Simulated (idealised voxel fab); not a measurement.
A process module follows: voxel transistor to metal.
Each square cell in cross-section cut measures 5 nm, and the section as a whole is 205 nm wide.
Notation: cross-section as square-cell grid; stated in bands, top first, going down; one or more cell rows per band. Band entry format. Leading values: height of top, height of bottom, nm. Remainder: materials in left-to-right order, each with its width in nm. Special words: "throughout" on a single material, which then fills the band edge to edge; "air", empty space. Basically, 0 is our baseline, since under it the wafer straight out of the box is all one material. The bottom band has no lower end and keeps on going down, so it looks like "z 0 and below". Quick explanation for "30..40": the width changes in equal steps down the rows of cells, from the first number in the band's top row to the second number in its bottom row. Step note "same as before" = no cross-section cell changed. Listed in "Enclosed cavities": every empty space of 8 or more cells without an open way to the top. Form: width x height at distance, the distance being from the left edge, all in nm. Post-settings text on a step line: simulator's own remark regarding the step. The optional step-line setting "overlay nm" applies to steps with a mask and quantifies how far to the right of its planned location the mask lay, a negative value indicating leftward placement. Heads up before you read on: it's before/after pairs around one process step each, after side only down to the lowest band that changed, step plus settings under the pair. Pairs can be from different runs of this module, same starting wafer, so only chain a pair onto the one above if its "State before step" entry says so.
STATE BEFORE STEP
  z 135 to 115 | resist 55, air 20, resist 60, air 20, resist 50
  z 115 to 105 | aC 55, air 20, aC 60, air 20, aC 50
  z 105 to 90 | lowk 55, air 15, lowk 65, air 15, lowk 55
  z 90 to 80 | lowk throughout
  z 80 to 75 | SiCN throughout
  z 75 to 50 | lowk 55, W 15, lowk 65, W 15, lowk 55
  z 50 to 45 | lowk 55, TiN 15, lowk 65, TiN 15, lowk 55
  z 45 to 35 | SiO2 55, TiN 5, W 20, TiN 5, SiO2 35, TiN 5, W 20, TiN 5, SiO2 55
  z 35 to 20 | SiO2 55, TiN 5, W 20, TiN 5, SiN 5, SiCN 25, SiN 5, TiN 5, W 20, TiN 5, SiO2 55
  z 20 to 5 | SiO2 55, TiN 5, W 20, TiN 5, SiN 5, polySi 25, SiN 5, TiN 5, W 20, TiN 5, SiO2 55
  z 5 to 0 | SiO2 45, SiN 5, SiO2 5, TiN 5, W 20, TiN 5, SiN 5, polySi 25, SiN 5, TiN 5, W 20, TiN 5, SiO2 5, SiN 5, SiO2 45
  z 0 to -5 | SiO2 45, SiN 5, SiO2 5, TiN 30, SiN 5, polySi 25, SiN 5, TiN 30, SiO2 5, SiN 5, SiO2 45
  z -5 to -10 | SiO2 50, SiGe 35, SiO2 35, SiGe 35, SiO2 50
  z -10 to -40 | SiO2 50, Si 105, SiO2 50
  z -40 and below | Si throughout
  Enclosed cavities: none
AFTER THE STEP
  z 115 to 105 | aC 55, air 20, aC 60, air 20, aC 50
  Below 105, the layers are the same as they were.
  Enclosed cavities: none
Formally, the process step situated between the two cross-sections above is op STRIP | etch materials resist
State before step: nothing new to draw here, it's the after view of the pair just above.
AFTER THE STEP
  z 115 to 105 | aC 55, air 20, aC 60, air 20, aC 50
  z 105 to 95 | lowk 55, air 20, lowk 60, air 20, lowk 50
  z 95 to 80 | lowk 55, air 15, lowk 65, air 15, lowk 55
  Below 80, the layers are the same as they were.
  Enclosed cavities: none
Formally, the process step situated between the two cross-sections above is op DIRECTIONAL_ETCH | etch materials lowk | depth nm 10
State before step: nothing new to draw here, it's the after view of the pair just above.
AFTER THE STEP
  z 115 to 105 | aC 55, air 20, aC 60, air 20, aC 50
  z 105 to 95 | lowk 55, air 20, lowk 60, air 20, lowk 50
  z 95 to 80 | lowk 55, air 15, lowk 65, air 15, lowk 55
  z 80 to 75 | SiCN 55, air 15, SiCN 65, air 15, SiCN 55
  Below 75, the layers are the same as they were.
  Enclosed cavities: none
Formally, the process step situated between the two cross-sections above is op DIRECTIONAL_ETCH | etch materials SiCN | depth nm 5
State before step: nothing new to draw here, it's the after view of the pair just above.
AFTER THE STEP
  z 105 to 95 | lowk 55, air 20, lowk 60, air 20, lowk 50
  Below 95, the layers are the same as they were.
  Enclosed cavities: none
Formally, the process step situated between the two cross-sections above is op STRIP | etch materials aC
State before step: nothing new to draw here, it's the after view of the pair just above.
AFTER THE STEP
  z 110 to 105 | TiN 60, air 10, TiN 70, air 10, TiN 55
  z 105 to 95 | lowk 55, TiN 5, air 10..5, TiN 5..10, lowk 60, TiN 5, air 10..5, TiN 5..10, lowk 50
  z 95 to 80 | lowk 55, TiN 5, air 5, TiN 5, lowk 65, TiN 5, air 5, TiN 5, lowk 55
  z 80 to 75 | SiCN 55, TiN 15, SiCN 65, TiN 15, SiCN 55
  Below 75, the layers are the same as they were.
  Enclosed cavities: none
Formally, the process step situated between the two cross-sections above is op CONFORMAL_DEP | material TiN | thk nm 5
State before step: nothing new to draw here, it's the after view of the pair just above.
AFTER THE STEP
  z 115 to 110 | Cu throughout
  z 110 to 105 | TiN 60, Cu 10, TiN 70, Cu 10, TiN 55
  z 105 to 95 | lowk 55, TiN 5, Cu 10..5, TiN 5..10, lowk 60, TiN 5, Cu 10..5, TiN 5..10, lowk 50
  z 95 to 80 | lowk 55, TiN 5, Cu 5, TiN 5, lowk 65, TiN 5, Cu 5, TiN 5, lowk 55
  Below 80, the layers are the same as they were.
  Enclosed cavities: none
Formally, the process step situated between the two cross-sections above is op FILL_DEP | material Cu | thk nm 5
State before step: nothing new to draw here, it's the after view of the pair just above.
AFTER THE STEP
  z 105 to 95 | lowk 55, TiN 5, Cu 10..5, TiN 5..10, lowk 60, TiN 5, Cu 10..5, TiN 5..10, lowk 50
  Below 95, the layers are the same as they were.
  Enclosed cavities: none
Formally, the process step situated between the two cross-sections above is op CMP | height nm 105
State before step: nothing new to draw here, it's the after view of the pair just above.
AFTER THE STEP
  z 110 to 105 | SiCN throughout
  Below 105, the layers are the same as they were.
  Enclosed cavities: none
Formally, the process step situated between the two cross-sections above is op CONFORMAL_DEP | material SiCN | thk nm 5
STATE BEFORE STEP
  z 25 to 15 | aC throughout
  z 15 to 0 | SiN throughout
  z 0 to -5 | SiO2 throughout
  z -5 and below | Si throughout
  Enclosed cavities: none
AFTER THE STEP
  z 55 to 25 | air 60, resist 105, air 40
  Below 25, the layers are the same as they were.
  Enclosed cavities: none
Formally, the process step situated between the two cross-sections above is op PATTERN | tone cover | mask id ACTIVE | material resist | width nm 105 | thk nm 30 | overlay nm 10
State before step: nothing new to draw here, it's the after view of the pair just above.
AFTER THE STEP
  z 45 to 25 | air 60, resist 105, air 40
  z 25 to 15 | air 60, aC 105, air 40
  Below 15, the layers are the same as they were.
  Enclosed cavities: none
Formally, the process step situated between the two cross-sections above is op DIRECTIONAL_ETCH | etch materials aC | depth nm 10
State before step: nothing new to draw here, it's the after view of the pair just above.
AFTER THE STEP
  z 25 to 15 | air 60, aC 105, air 40
  Below 15, the layers are the same as they were.
  Enclosed cavities: none
Formally, the process step situated between the two cross-sections above is op STRIP | etch materials resist
State before step: nothing new to draw here, it's the after view of the pair just above.
AFTER THE STEP
  z 25 to 15 | air 60, aC 105, air 40
  z 15 to 0 | air 60, SiN 105, air 40
  Below 0, the layers are the same as they were.
  Enclosed cavities: none
Formally, the process step situated between the two cross-sections above is op DIRECTIONAL_ETCH | etch materials SiN | depth nm 15
State before step: nothing new to draw here, it's the after view of the pair just above.
AFTER THE STEP
  z 25 to 15 | air 60, aC 105, air 40
  z 15 to 0 | air 60, SiN 105, air 40
  z 0 to -5 | air 60, SiO2 105, air 40
  Below -5, the layers are the same as they were.
  Enclosed cavities: none
Formally, the process step situated between the two cross-sections above is op DIRECTIONAL_ETCH | etch materials SiO2 | depth nm 5
State before step: nothing new to draw here, it's the after view of the pair just above.
AFTER THE STEP
  z 25 to 15 | air 60, aC 105, air 40
  z 15 to 0 | air 60, SiN 105, air 40
  z 0 to -5 | air 60, SiO2 105, air 40
  z -5 to -40 | air 60, Si 105, air 40
  Below -40, the layers are the same as they were.
  Enclosed cavities: none
Formally, the process step situated between the two cross-sections above is op DIRECTIONAL_ETCH | etch materials Si | depth nm 35
State before step: nothing new to draw here, it's the after view of the pair just above.
AFTER THE STEP
  z 15 to 0 | air 60, SiN 105, air 40
  Below 0, the layers are the same as they were.
  Enclosed cavities: none
Formally, the process step situated between the two cross-sections above is op STRIP | etch materials aC
State before step: nothing new to draw here, it's the after view of the pair just above.
AFTER THE STEP
  z 30 to 15 | SiO2 throughout
  z 15 to 0 | SiO2 60, SiN 105, SiO2 40
  z 0 to -5 | SiO2 throughout
  z -5 to -40 | SiO2 60, Si 105, SiO2 40
  Below -40, the layers are the same as they were.
  Enclosed cavities: none
Formally, the process step situated between the two cross-sections above is op FILL_DEP | material SiO2 | thk nm 15
State before step: nothing new to draw here, it's the after view of the pair just above.
AFTER THE STEP
  z 15 to 0 | SiO2 60, SiN 105, SiO2 40
  Below 0, the layers are the same as they were.
  Enclosed cavities: none
Formally, the process step situated between the two cross-sections above is op CMP | height nm 15
State before step: nothing new to draw here, it's the after view of the pair just above.
AFTER THE STEP
  z 15 to 10 | air 60, SiN 105, air 40
  Below 10, the layers are the same as they were.
  Enclosed cavities: none
Formally, the process step situated between the two cross-sections above is op SELECTIVE_ETCH | etch materials SiO2 | depth nm 5
State before step: nothing new to draw here, it's the after view of the pair just above.
AFTER THE STEP
  z 10 to 0 | SiO2 60, air 105, SiO2 40
  Below 0, the layers are the same as they were.
  Enclosed cavities: none
Formally, the process step situated between the two cross-sections above is op STRIP | etch materials SiN
State before step: nothing new to draw here, it's the after view of the pair just above.
AFTER THE STEP
  z 5 to -5 | SiO2 55, air 115, SiO2 35
  Below -5, the layers are the same as they were.
  Enclosed cavities: none
Formally, the process step situated between the two cross-sections above is op SELECTIVE_ETCH | etch materials SiO2 | depth nm 5
State before step: nothing new to draw here, it's the after view of the pair just above.
AFTER THE STEP
  z 5 to -5 | SiO2 55, air 115, SiO2 35
  z -5 to -10 | SiO2 throughout
  Below -10, the layers are the same as they were.
  Enclosed cavities: none
Formally, the process step situated between the two cross-sections above is op OXIDIZE | depth nm 5
State before step: nothing new to draw here, it's the after view of the pair just above.
AFTER THE STEP
  z 30 to 20 | polySi 55, air 115, polySi 35
  z 20 to 5 | polySi throughout
  z 5 to -5 | SiO2 55, polySi 115, SiO2 35
  Below -5, the layers are the same as they were.
  Enclosed cavities: none
Formally, the process step situated between the two cross-sections above is op DIRECTIONAL_DEP | material polySi | thk nm 25
State before step: nothing new to draw here, it's the after view of the pair just above.
AFTER THE STEP
  z 45 to 35 | SiCN 55, air 115, SiCN 35
  z 35 to 30 | SiCN throughout
  z 30 to 20 | polySi 55, SiCN 115, polySi 35
  Below 20, the layers are the same as they were.
  Enclosed cavities: none
Formally, the process step situated between the two cross-sections above is op DIRECTIONAL_DEP | material SiCN | thk nm 15
State before step: nothing new to draw here, it's the after view of the pair just above.
AFTER THE STEP
  z 35 to 30 | air 90, SiCN 25, air 90
  z 30 to 20 | polySi 55, air 35, SiCN 25, air 55, polySi 35
  Below 20, the layers are the same as they were.
  Enclosed cavities: none
Formally, the process step situated between the two cross-sections above is op MASKED_ETCH | tone cover | mask id GATE | width nm 25 | etch materials SiCN | depth nm 25 | overlay nm 0
State before step: nothing new to draw here, it's the after view of the pair just above.
AFTER THE STEP
  z 35 to 20 | air 90, SiCN 25, air 90
  z 20 to 5 | air 90, polySi 25, air 90
  z 5 to -5 | SiO2 55, air 35, polySi 25, air 55, SiO2 35
  Below -5, the layers are the same as they were.
  Enclosed cavities: none
Formally, the process step situated between the two cross-sections above is op MASKED_ETCH | tone cover | mask id GATE | width nm 25 | etch materials polySi | depth nm 35 | overlay nm 0
State before step: nothing new to draw here, it's the after view of the pair just above.
AFTER THE STEP
  z 40 to 35 | air 85, SiN 35, air 85
  z 35 to 20 | air 85, SiN 5, SiCN 25, SiN 5, air 85
  z 20 to 10 | air 85, SiN 5, polySi 25, SiN 5, air 85
  z 10 to 5 | SiN 60, air 25, SiN 5, polySi 25, SiN 5, air 45, SiN 40
  z 5 to 0 | SiO2 55, SiN 5, air 25, SiN 5, polySi 25, SiN 5, air 45, SiN 5, SiO2 35
  z 0 to -5 | SiO2 55, SiN 35, polySi 25, SiN 55, SiO2 35
  Below -5, the layers are the same as they were.
  Enclosed cavities: none
Formally, the process step situated between the two cross-sections above is op CONFORMAL_DEP | material SiN | thk nm 5
State before step: nothing new to draw here, it's the after view of the pair just above.
AFTER THE STEP
  z 35 to 20 | air 85, SiN 5, SiCN 25, SiN 5, air 85
  z 20 to 5 | air 85, SiN 5, polySi 25, SiN 5, air 85
  z 5 to -5 | SiO2 55, SiN 5, air 25, SiN 5, polySi 25, SiN 5, air 45, SiN 5, SiO2 35
  Below -5, the layers are the same as they were.
  Enclosed cavities: none
Formally, the process step situated between the two cross-sections above is op DIRECTIONAL_ETCH | etch materials SiN | depth nm 5
State before step: nothing new to draw here, it's the after view of the pair just above.
AFTER THE STEP
  z 35 to 20 | air 85, SiN 5, SiCN 25, SiN 5, air 85
  z 20 to 5 | air 85, SiN 5, polySi 25, SiN 5, air 85
  z 5 to 0 | air 55, SiN 5, air 25, SiN 5, polySi 25, SiN 5, air 45, SiN 5, air 35
  z 0 to -5 | SiO2 55, SiN 5, air 25, SiN 5, polySi 25, SiN 5, air 45, SiN 5, SiO2 35
  z -5 to -10 | SiO2 60, air 25, SiO2 35, air 45, SiO2 40
  Below -10, the layers are the same as they were.
  Enclosed cavities: none
Formally, the process step situated between the two cross-sections above is op DIRECTIONAL_ETCH | etch materials SiO2 | depth nm 5
State before step: nothing new to draw here, it's the after view of the pair just above.
AFTER THE STEP
  z 35 to 20 | air 85, SiN 5, SiCN 25, SiN 5, air 85
  z 20 to 5 | air 85, SiN 5, polySi 25, SiN 5, air 85
  z 5 to 0 | air 55, SiN 5, air 25, SiN 5, polySi 25, SiN 5, air 45, SiN 5, air 35
  z 0 to -5 | SiO2 55, SiN 5, air 25, SiN 5, polySi 25, SiN 5, air 45, SiN 5, SiO2 35
  z -5 to -10 | SiO2 60, SiGe 25, SiO2 35, SiGe 45, SiO2 40
  Below -10, the layers are the same as they were.
  Enclosed cavities: none
Formally, the process step situated between the two cross-sections above is op EPI | material SiGe | thk nm 5
State before step: nothing new to draw here, it's the after view of the pair just above.
AFTER THE STEP
  z 40 to 35 | SiO2 throughout
  z 35 to 20 | SiO2 85, SiN 5, SiCN 25, SiN 5, SiO2 85
  z 20 to 5 | SiO2 85, SiN 5, polySi 25, SiN 5, SiO2 85
  z 5 to -5 | SiO2 55, SiN 5, SiO2 25, SiN 5, polySi 25, SiN 5, SiO2 45, SiN 5, SiO2 35
  Below -5, the layers are the same as they were.
  Enclosed cavities: none
Formally, the process step situated between the two cross-sections above is op FILL_DEP | material SiO2 | thk nm 5
State before step: nothing new to draw here, it's the after view of the pair just above.
AFTER THE STEP
  z 35 to 20 | SiO2 85, SiN 5, SiCN 25, SiN 5, SiO2 85
  Below 20, the layers are the same as they were.
  Enclosed cavities: none
Formally, the process step situated between the two cross-sections above is op CMP | height nm 35
State before step: nothing new to draw here, it's the after view of the pair just above.
AFTER THE STEP
  z 45 to 35 | SiO2 throughout
  Below 35, the layers are the same as they were.
  Enclosed cavities: none
Formally, the process step situated between the two cross-sections above is op DIRECTIONAL_DEP | material SiO2 | thk nm 10
State before step: nothing new to draw here, it's the after view of the pair just above.
AFTER THE STEP
  z 45 to 35 | SiO2 55, air 30, SiO2 35, air 30, SiO2 55
  z 35 to 20 | SiO2 55, air 30, SiN 5, SiCN 25, SiN 5, air 30, SiO2 55
  z 20 to 5 | SiO2 55, air 30, SiN 5, polySi 25, SiN 5, air 30, SiO2 55
  z 5 to -5 | SiO2 55, SiN 5, air 25, SiN 5, polySi 25, SiN 5, air 30, SiO2 15, SiN 5, SiO2 35
  Below -5, the layers are the same as they were.
  Enclosed cavities: none
Formally, the process step situated between the two cross-sections above is op MASKED_ETCH | tone open | mask id CONTACT | width nm 30 | pitch nm 65 | etch materials SiO2 | depth nm 50 | overlay nm 0
State before step: nothing new to draw here, it's the after view of the pair just above.
AFTER THE STEP
  z 50 to 45 | TiN 60, air 20, TiN 45, air 20, TiN 60
  z 45 to 35 | SiO2 55, TiN 5, air 20, TiN 5, SiO2 35, TiN 5, air 20, TiN 5, SiO2 55
  z 35 to 20 | SiO2 55, TiN 5, air 20, TiN 5, SiN 5, SiCN 25, SiN 5, TiN 5, air 20, TiN 5, SiO2 55
  z 20 to 10 | SiO2 55, TiN 5, air 20, TiN 5, SiN 5, polySi 25, SiN 5, TiN 5, air 20, TiN 5, SiO2 55
  z 10 to 5 | SiO2 55, TiN 10, air 15, TiN 5, SiN 5, polySi 25, SiN 5, TiN 5, air 20, TiN 5, SiO2 55
  z 5 to 0 | SiO2 55, SiN 5, TiN 5, air 15, TiN 5, SiN 5, polySi 25, SiN 5, TiN 5, air 20, TiN 5, SiO2 15, SiN 5, SiO2 35
  z 0 to -5 | SiO2 55, SiN 5, TiN 25, SiN 5, polySi 25, SiN 5, TiN 30, SiO2 15, SiN 5, SiO2 35
  Below -5, the layers are the same as they were.
  Enclosed cavities: none
Formally, the process step situated between the two cross-sections above is op CONFORMAL_DEP | material TiN | thk nm 5
State before step: nothing new to draw here, it's the after view of the pair just above.
AFTER THE STEP
  z 55 to 50 | W throughout
  z 50 to 45 | TiN 60, W 20, TiN 45, W 20, TiN 60
  z 45 to 35 | SiO2 55, TiN 5, W 20, TiN 5, SiO2 35, TiN 5, W 20, TiN 5, SiO2 55
  z 35 to 20 | SiO2 55, TiN 5, W 20, TiN 5, SiN 5, SiCN 25, SiN 5, TiN 5, W 20, TiN 5, SiO2 55
  z 20 to 10 | SiO2 55, TiN 5, W 20, TiN 5, SiN 5, polySi 25, SiN 5, TiN 5, W 20, TiN 5, SiO2 55
  z 10 to 5 | SiO2 55, TiN 10, W 15, TiN 5, SiN 5, polySi 25, SiN 5, TiN 5, W 20, TiN 5, SiO2 55
  z 5 to 0 | SiO2 55, SiN 5, TiN 5, W 15, TiN 5, SiN 5, polySi 25, SiN 5, TiN 5, W 20, TiN 5, SiO2 15, SiN 5, SiO2 35
  Below 0, the layers are the same as they were.
  Enclosed cavities: none
Formally, the process step situated between the two cross-sections above is op FILL_DEP | material W | thk nm 5
State before step: nothing new to draw here, it's the after view of the pair just above.
AFTER THE STEP
  z 45 to 35 | SiO2 55, TiN 5, W 20, TiN 5, SiO2 35, TiN 5, W 20, TiN 5, SiO2 55
  Below 35, the layers are the same as they were.
  Enclosed cavities: none
Formally, the process step situated between the two cross-sections above is op CMP | height nm 45
State before step: nothing new to draw here, it's the after view of the pair just above.
AFTER THE STEP
  z 50 to 45 | TiN throughout
  Below 45, the layers are the same as they were.
  Enclosed cavities: none
Formally, the process step situated between the two cross-sections above is op DIRECTIONAL_DEP | material TiN | thk nm 5
State before step: nothing new to draw here, it's the after view of the pair just above.
AFTER THE STEP
  z 75 to 50 | W throughout
  Below 50, the layers are the same as they were.
  Enclosed cavities: none
Formally, the process step situated between the two cross-sections above is op DIRECTIONAL_DEP | material W | thk nm 25
State before step: nothing new to draw here, it's the after view of the pair just above.
AFTER THE STEP
  z 75 to 50 | air 55, W 15, air 65, W 15, air 55
  Below 50, the layers are the same as they were.
  Enclosed cavities: none
Formally, the process step situated between the two cross-sections above is op MASKED_ETCH | tone cover | mask id METAL_1 | width nm 15 | pitch nm 80 | etch materials W | depth nm 25 | overlay nm 0
State before step: nothing new to draw here, it's the after view of the pair just above.
AFTER THE STEP
  z 75 to 50 | air 55, W 15, air 65, W 15, air 55
  z 50 to 45 | air 55, TiN 15, air 65, TiN 15, air 55
  Below 45, the layers are the same as they were.
  Enclosed cavities: none
Formally, the process step situated between the two cross-sections above is op MASKED_ETCH | tone cover | mask id METAL_1 | width nm 15 | pitch nm 80 | etch materials TiN | depth nm 5 | overlay nm 0
State before step: nothing new to draw here, it's the after view of the pair just above.
AFTER THE STEP
  z 80 to 75 | lowk throughout
  z 75 to 50 | lowk 55, W 15, lowk 65, W 15, lowk 55
  z 50 to 45 | lowk 55, TiN 15, lowk 65, TiN 15, lowk 55
  Below 45, the layers are the same as they were.
  Enclosed cavities: none
Formally, the process step situated between the two cross-sections above is op FILL_DEP | material lowk | thk nm 5
State before step: nothing new to draw here, it's the after view of the pair just above.
AFTER THE STEP
  z 75 to 50 | lowk 55, W 15, lowk 65, W 15, lowk 55
  Below 50, the layers are the same as they were.
  Enclosed cavities: none
Formally, the process step situated between the two cross-sections above is op CMP | height nm 75
State before step: nothing new to draw here, it's the after view of the pair just above.
AFTER THE STEP
  z 80 to 75 | SiCN throughout
  Below 75, the layers are the same as they were.
  Enclosed cavities: none
Formally, the process step situated between the two cross-sections above is op CONFORMAL_DEP | material SiCN | thk nm 5
State before step: nothing new to draw here, it's the after view of the pair just above.
AFTER THE STEP
  z 105 to 80 | lowk throughout
  Below 80, the layers are the same as they were.
  Enclosed cavities: none
Formally, the process step situated between the two cross-sections above is op DIRECTIONAL_DEP | material lowk | thk nm 25
State before step: nothing new to draw here, it's the after view of the pair just above.
AFTER THE STEP
  z 120 to 105 | aC throughout
  Below 105, the layers are the same as they were.
  Enclosed cavities: none
Formally, the process step situated between the two cross-sections above is op DIRECTIONAL_DEP | material aC | thk nm 15
State before step: nothing new to draw here, it's the after view of the pair just above.
AFTER THE STEP
  z 150 to 120 | resist 55, air 15, resist 65, air 15, resist 55
  Below 120, the layers are the same as they were.
  Enclosed cavities: none
Formally, the process step situated between the two cross-sections above is op PATTERN | tone open | mask id METAL_2 | material resist | width nm 15 | pitch nm 80 | thk nm 30 | overlay nm 0
State before step: nothing new to draw here, it's the after view of the pair just above.
AFTER THE STEP
  z 135 to 120 | resist 55, air 15, resist 65, air 15, resist 55
  z 120 to 105 | aC 55, air 15, aC 65, air 15, aC 55
  Below 105, the layers are the same as they were.
  Enclosed cavities: none
Formally, the process step situated between the two cross-sections above is op DIRECTIONAL_ETCH | etch materials aC | depth nm 15
State before step: nothing new to draw here, it's the after view of the pair just above.
AFTER THE STEP
  z 120 to 105 | aC 55, air 15, aC 65, air 15, aC 55
  Below 105, the layers are the same as they were.
  Enclosed cavities: none
Formally, the process step situated between the two cross-sections above is op STRIP | etch materials resist
State before step: nothing new to draw here, it's the after view of the pair just above.
AFTER THE STEP
  z 120 to 105 | aC 55, air 15, aC 65, air 15, aC 55
  z 105 to 90 | lowk 55, air 15, lowk 65, air 15, lowk 55
  Below 90, the layers are the same as they were.
  Enclosed cavities: none
Formally, the process step situated between the two cross-sections above is op DIRECTIONAL_ETCH | etch materials lowk | depth nm 15
State before step: nothing new to draw here, it's the after view of the pair just above.
AFTER THE STEP
  z 105 to 90 | lowk 55, air 15, lowk 65, air 15, lowk 55
  Below 90, the layers are the same as they were.
  Enclosed cavities: none
Formally, the process step situated between the two cross-sections above is op STRIP | etch materials aC
State before step: nothing new to draw here, it's the after view of the pair just above.
AFTER THE STEP
  z 115 to 105 | aC 55, air 15, aC 65, air 15, aC 55
  z 105 to 100 | lowk 55, air 15, lowk 65, air 15, lowk 55
  z 100 to 90 | lowk 55, aC 15, lowk 65, aC 15, lowk 55
  Below 90, the layers are the same as they were.
  Enclosed cavities: none
Formally, the process step situated between the two cross-sections above is op DIRECTIONAL_DEP | material aC | thk nm 10
State before step: nothing new to draw here, it's the after view of the pair just above.
AFTER THE STEP
  z 145 to 115 | resist 55, air 15, resist 65, air 15, resist 55
  Below 115, the layers are the same as they were.
  Enclosed cavities: none
Formally, the process step situated between the two cross-sections above is op PATTERN | tone open | mask id METAL_2_HOLES | material resist | width nm 15 | pitch nm 80 | thk nm 30 | overlay nm 0
State before step: nothing new to draw here, it's the after view of the pair just above.
AFTER THE STEP
  z 135 to 115 | resist 55, air 15, resist 65, air 15, resist 55
  z 115 to 105 | aC 55, air 15, aC 65, air 15, aC 55
  z 105 to 90 | lowk 55, air 15, lowk 65, air 15, lowk 55
  Below 90, the layers are the same as they were.
  Enclosed cavities: none
Formally, the process step situated between the two cross-sections above is op DIRECTIONAL_ETCH | etch materials aC | depth nm 10
State before step: nothing new to draw here, it's the after view of the pair just above.
AFTER THE STEP
  z 115 to 105 | aC 55, air 15, aC 65, air 15, aC 55
  Below 105, the layers are the same as they were.
  Enclosed cavities: none
Formally, the process step situated between the two cross-sections above is op STRIP | etch materials resist
State before step: nothing new to draw here, it's the after view of the pair just above.
AFTER THE STEP
  z 115 to 105 | aC 55, air 15, aC 65, air 15, aC 55
  z 105 to 80 | lowk 55, air 15, lowk 65, air 15, lowk 55
  Below 80, the layers are the same as they were.
  Enclosed cavities: none
Formally, the process step situated between the two cross-sections above is op DIRECTIONAL_ETCH | etch materials lowk | depth nm 10
State before step: nothing new to draw here, it's the after view of the pair just above.
AFTER THE STEP
  z 115 to 105 | aC 55, air 15, aC 65, air 15, aC 55
  z 105 to 80 | lowk 55, air 15, lowk 65, air 15, lowk 55
  z 80 to 75 | SiCN 55, air 15, SiCN 65, air 15, SiCN 55
  Below 75, the layers are the same as they were.
  Enclosed cavities: none
Formally, the process step situated between the two cross-sections above is op DIRECTIONAL_ETCH | etch materials SiCN | depth nm 5
State before step: nothing new to draw here, it's the after view of the pair just above.
AFTER THE STEP
  z 105 to 80 | lowk 55, air 15, lowk 65, air 15, lowk 55
  Below 80, the layers are the same as they were.
  Enclosed cavities: none
Formally, the process step situated between the two cross-sections above is op STRIP | etch materials aC
State before step: nothing new to draw here, it's the after view of the pair just above.
AFTER THE STEP
  z 110 to 105 | TiN 60, air 5, TiN 75, air 5, TiN 60
  z 105 to 80 | lowk 55, TiN 5, air 5, TiN 5, lowk 65, TiN 5, air 5, TiN 5, lowk 55
  z 80 to 75 | SiCN 55, TiN 15, SiCN 65, TiN 15, SiCN 55
  Below 75, the layers are the same as they were.
  Enclosed cavities: none
Formally, the process step situated between the two cross-sections above is op CONFORMAL_DEP | material TiN | thk nm 5
State before step: nothing new to draw here, it's the after view of the pair just above.
AFTER THE STEP
  z 115 to 110 | Cu throughout
  z 110 to 105 | TiN 60, Cu 5, TiN 75, Cu 5, TiN 60
  z 105 to 80 | lowk 55, TiN 5, Cu 5, TiN 5, lowk 65, TiN 5, Cu 5, TiN 5, lowk 55
  Below 80, the layers are the same as they were.
  Enclosed cavities: none
Formally, the process step situated between the two cross-sections above is op FILL_DEP | material Cu | thk nm 5
State before step: nothing new to draw here, it's the after view of the pair just above.
AFTER THE STEP
  z 105 to 80 | lowk 55, TiN 5, Cu 5, TiN 5, lowk 65, TiN 5, Cu 5, TiN 5, lowk 55
  Below 80, the layers are the same as they were.
  Enclosed cavities: none
Formally, the process step situated between the two cross-sections above is op CMP | height nm 105
State before step: nothing new to draw here, it's the after view of the pair just above.
AFTER THE STEP
  z 110 to 105 | SiCN throughout
  Below 105, the layers are the same as they were.
  Enclosed cavities: none
Formally, the process step situated between the two cross-sections above is op CONFORMAL_DEP | material SiCN | thk nm 5
STATE BEFORE STEP
  z 50 to 45 | TiN throughout
  z 45 to 35 | SiO2 55, TiN 5, W 20, TiN 5, SiO2 35, TiN 5, W 20, TiN 5, SiO2 55
  z 35 to 20 | SiO2 55, TiN 5, W 20, TiN 5, SiN 5, SiCN 25, SiN 5, TiN 5, W 20, TiN 5, SiO2 55
  z 20 to 5 | SiO2 55, TiN 5, W 20, TiN 5, SiN 5, polySi 25, SiN 5, TiN 5, W 20, TiN 5, SiO2 55
  z 5 to 0 | SiO2 45, SiN 5, SiO2 5, TiN 5, W 20, TiN 5, SiN 5, polySi 25, SiN 5, TiN 5, W 20, TiN 5, SiO2 5, SiN 5, SiO2 45
  z 0 to -5 | SiO2 45, SiN 5, SiO2 5, TiN 30, SiN 5, polySi 25, SiN 5, TiN 30, SiO2 5, SiN 5, SiO2 45
  z -5 to -10 | SiO2 50, SiGe 35, SiO2 35, SiGe 35, SiO2 50
  z -10 to -40 | SiO2 50, Si 105, SiO2 50
  z -40 and below | Si throughout
  Enclosed cavities: none
AFTER THE STEP
  z 75 to 50 | SiCN throughout
  Below 50, the layers are the same as they were.
  Enclosed cavities: none
Formally, the process step situated between the two cross-sections above is op DIRECTIONAL_DEP | material SiCN | thk nm 25
State before step: nothing new to draw here, it's the after view of the pair just above.
AFTER THE STEP
  z 80 to 75 | lowk throughout
  Below 75, the layers are the same as they were.
  Enclosed cavities: none
Formally, the process step situated between the two cross-sections above is op FILL_DEP | material lowk | thk nm 5
State before step: nothing new to draw here, it's the after view of the pair just above.
AFTER THE STEP
  z 75 to 50 | SiCN throughout
  Below 50, the layers are the same as they were.
  Enclosed cavities: none
Formally, the process step situated between the two cross-sections above is op CMP | height nm 75
State before step: nothing new to draw here, it's the after view of the pair just above.
AFTER THE STEP
  z 80 to 50 | SiCN throughout
  Below 50, the layers are the same as they were.
  Enclosed cavities: none
Formally, the process step situated between the two cross-sections above is op CONFORMAL_DEP | material SiCN | thk nm 5
State before step: nothing new to draw here, it's the after view of the pair just above.
AFTER THE STEP
  z 105 to 80 | lowk throughout
  Below 80, the layers are the same as they were.
  Enclosed cavities: none
Formally, the process step situated between the two cross-sections above is op DIRECTIONAL_DEP | material lowk | thk nm 25
State before step: nothing new to draw here, it's the after view of the pair just above.
AFTER THE STEP
  z 120 to 105 | aC throughout
  Below 105, the layers are the same as they were.
  Enclosed cavities: none
Formally, the process step situated between the two cross-sections above is op DIRECTIONAL_DEP | material aC | thk nm 15
State before step: nothing new to draw here, it's the after view of the pair just above.
AFTER THE STEP
  z 150 to 120 | resist 55, air 15, resist 65, air 15, resist 55
  Below 120, the layers are the same as they were.
  Enclosed cavities: none
Formally, the process step situated between the two cross-sections above is op PATTERN | tone open | mask id METAL_2 | material resist | width nm 15 | pitch nm 80 | thk nm 30 | overlay nm 0
State before step: nothing new to draw here, it's the after view of the pair just above.
AFTER THE STEP
  z 135 to 120 | resist 55, air 15, resist 65, air 15, resist 55
  z 120 to 105 | aC 55, air 15, aC 65, air 15, aC 55
  Below 105, the layers are the same as they were.
  Enclosed cavities: none
Formally, the process step situated between the two cross-sections above is op DIRECTIONAL_ETCH | etch materials aC | depth nm 15
State before step: nothing new to draw here, it's the after view of the pair just above.
AFTER THE STEP
  z 120 to 105 | aC 55, air 15, aC 65, air 15, aC 55
  Below 105, the layers are the same as they were.
  Enclosed cavities: none
Formally, the process step situated between the two cross-sections above is op STRIP | etch materials resist
